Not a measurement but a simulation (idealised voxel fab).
Process module, titled voxel ribs on slabs
Shown is cross-section cut, with a width of 145 nm and square cells of size 5 nm.
A cross-section is a grid of square cells, given in bands from the top down. A band is one or more rows of cells.
Read a band's entry like this: the first values are the height of its top and the height of its bottom in nm, and what follows is the sequence of materials from left to right, each with its width in nm. Note that "blank" is empty space, and that a single material marked "everywhere" reaches across the band from edge to edge.
Heights are measured from 0, the level below which the as-received wafer is all one material; the lowest band has no bottom and continues downward, written as in "0 nm and below".
Width spec "30 to 40" -> top row of cells at first value, bottom row at second value, equal per-row change in between.
"no modification" (step): cross-section cells unchanged, all of them.
Closed-off voids of 8+ cells (no open route to the top) go in "Trapped cavities", written width x height at distance from the left edge, in nm.
Read whatever lies past the settings on a step's line as the simulator's own remark about the step.
When a step includes a mask, the "overlay nm" setting on its line states how far to the right of its planned place that mask lay, and negative values state how far to the left.
Steps in the process plan
1. RECEIVE (material Si)
2. DIRECTIONAL_DEP (material SiO2; thk nm 25)
3. DIRECTIONAL_DEP (material SiN; thk nm 20)
4. DIRECTIONAL_DEP (material aC; thk nm 15)
5. PATTERN (tone cover; mask id RIB; material resist; width nm 30; thk nm 35; overlay nm -15)
6. DIRECTIONAL_ETCH (etch materials aC; depth nm 15)
7. STRIP (etch materials resist)
8. DIRECTIONAL_ETCH (etch materials SiN; depth nm 5)
9. STRIP (etch materials aC)
10. PATTERN (tone cover; mask id SLAB; material resist; width nm 90; thk nm 20; overlay nm 0)
11. DIRECTIONAL_ETCH (etch materials SiN; depth nm 15)
12. STRIP (etch materials resist)
13. FILL_DEP (material SiO2; thk nm 15)
14. CMP (height nm 55)
15. DIRECTIONAL_DEP (material TiN; thk nm 5)
16. MASKED_ETCH (tone cover; mask id HEATER; width nm 40; etch materials TiN; depth nm 5; overlay nm 0)
17. CONFORMAL_DEP (material SiO2; thk nm 10)
Every wafer here starts from the same state; it is the step 5 overlay nm that distinguishes them, and the value the plan gives belongs to the first wafer.
So this is the first of several wafers, cross-sectioned as it came to us, meaning it's at the end of step 1
- 0 nm and below: Si everywhere
- Trapped cavities: none
Cross-section of the first of several wafers, taken after step 17, where the module ends
- 70 nm to 65 nm: 40 of blank / 60 of SiO2 / 45 of blank
- 65 nm to 60 nm: SiO2 everywhere
- 60 nm to 55 nm: 50 of SiO2 / 40 of TiN / 55 of SiO2
- 55 nm to 45 nm: SiO2 everywhere
- 45 nm to 40 nm: 40 of SiO2 / 30 of SiN / 75 of SiO2
- 40 nm to 25 nm: 25 of SiO2 / 90 of SiN / 30 of SiO2
- 25 nm to 0 nm: SiO2 everywhere
- 0 nm and below: Si everywhere
- Trapped cavities: none
Cross-section at module completion, last wafer
- 70 nm to 65 nm: 40 of blank / 60 of SiO2 / 45 of blank
- 65 nm to 60 nm: SiO2 everywhere
- 60 nm to 55 nm: 50 of SiO2 / 40 of TiN / 55 of SiO2
- 55 nm to 45 nm: SiO2 everywhere
- 45 nm to 40 nm: 70 of SiO2 / 30 of SiN / 45 of SiO2
- 40 nm to 25 nm: 25 of SiO2 / 90 of SiN / 30 of SiO2
- 25 nm to 0 nm: SiO2 everywhere
- 0 nm and below: Si everywhere
- Trapped cavities: none
Where each wafer stands at the end of the module, a row apiece: cells of each material gained (+) or lost (-) since it was received, then closed voids
overlay nm -15; +60 SiN; +321 SiO2; +8 TiN; Trapped cavities: none
overlay nm -10; +60 SiN; +321 SiO2; +8 TiN; Trapped cavities: none
overlay nm -5; +60 SiN; +321 SiO2; +8 TiN; Trapped cavities: none
overlay nm 0; +60 SiN; +321 SiO2; +8 TiN; Trapped cavities: none
overlay nm 5; +60 SiN; +321 SiO2; +8 TiN; Trapped cavities: none
overlay nm 10; +60 SiN; +321 SiO2; +8 TiN; Trapped cavities: none
overlay nm 15; +60 SiN; +321 SiO2; +8 TiN; Trapped cavities: none
